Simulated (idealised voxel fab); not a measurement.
Name of the process module below: voxel self aligned vias
Displayed cross-section: cut, width of 250 nm, square cells sized 5 nm.
Bands, listed from the top down, are how a cross-section gets written in this document; the cross-section itself is a grid of square cells, and a band is one or more rows of them.
In this notation a band is specified by the heights of its top and bottom, in that order and in nm, after which its materials appear from left to right, each paired with its width in nm. The word "throughout" attached to a single material means that material fills the band from edge to edge; the word "air" stands for empty space.
Heads up on the height convention: 0 is the point under which the incoming wafer is all one material, and the lowest band has no bottom, it just keeps going down, like "from 0 down".
Think of "30 to 40" as a width that walks from the first number to the second as you go down the band, top row to bottom row, taking equal-sized steps from row to row.
Where the words "nothing altered" appear for a step, the cross-section shows no cell changed by that step; every cell remained as before.
You'll see "Internal closed voids" listing empty spaces that have no way open to the top, as long as they're 8 cells or more; the notation is width x height at distance, where the distance is from the left edge, and all of it is in nm.
Note: text after step settings on the step line = simulator remark on that step.
The setting "overlay nm" may be written on the line of a step. When the step uses a mask, the value reports how far to the right of the planned place the mask lay, and a negative value reports that it lay to the left.
**The steps planned for the process are as follows**
1. RECEIVE,material Si
2. CONFORMAL_DEP,material SiO2,thk nm 15
3. CONFORMAL_DEP,material SiCN,thk nm 5
4. DIRECTIONAL_DEP,material SiO2,thk nm 30
5. PATTERN,tone open,mask id LINES,material resist,width nm 30,pitch nm 65,thk nm 15,overlay nm 0
6. DIRECTIONAL_ETCH,etch materials SiO2,depth nm 30
7. STRIP,etch materials resist
8. CONFORMAL_DEP,material TiN,thk nm 5
9. FILL_DEP,material Ru,thk nm 5
10. CMP,height nm 50
11. SELECTIVE_ETCH,etch materials W Ru TiN,depth nm 5
12. FILL_DEP,material SiN,thk nm 10
13. CMP,height nm 50
14. DIRECTIONAL_DEP,material SiO2,thk nm 15
15. MASKED_ETCH,tone open,mask id VIAS,width nm 50,pitch nm 65,etch materials SiO2,depth nm 15,overlay nm 0
16. MASKED_ETCH,tone open,mask id VIAS,width nm 50,pitch nm 65,etch materials SiN,depth nm 5,overlay nm 0
17. CONFORMAL_DEP,material TiN,thk nm 5
18. FILL_DEP,material W,thk nm 10
19. CMP,height nm 65
20. CONFORMAL_DEP,material SiN,thk nm 5
**As received (post step 1): cross-section**
    from 0 down  Si throughout
    Internal closed voids: none
**One mistake in running the module, otherwise start and plan as above: cross-section at the end**
    from 70 to 65  SiN throughout
    from 65 to 55  65 nm SiO2, 5 nm TiN, 40 nm W, 5 nm TiN, 15 nm SiO2, 5 nm TiN, 40 nm W, 5 nm TiN, 70 nm SiO2
    from 55 to 50  65 nm SiO2, 50 nm TiN, 15 nm SiO2, 50 nm TiN, 70 nm SiO2
    from 50 to 45  SiO2 throughout
    from 45 to 25  75 nm SiO2, 5 nm TiN, 20 nm Ru, 5 nm TiN, 35 nm SiO2, 5 nm TiN, 20 nm Ru, 5 nm TiN, 80 nm SiO2
    from 25 to 20  75 nm SiO2, 30 nm TiN, 35 nm SiO2, 30 nm TiN, 80 nm SiO2
    from 20 to 15  SiCN throughout
    from 15 to 0  SiO2 throughout
    from 0 down  Si throughout
    Internal closed voids: none
Processing error: step 12 did not happen as planned, as run it was FILL_DEP,material SiO2,thk nm 10
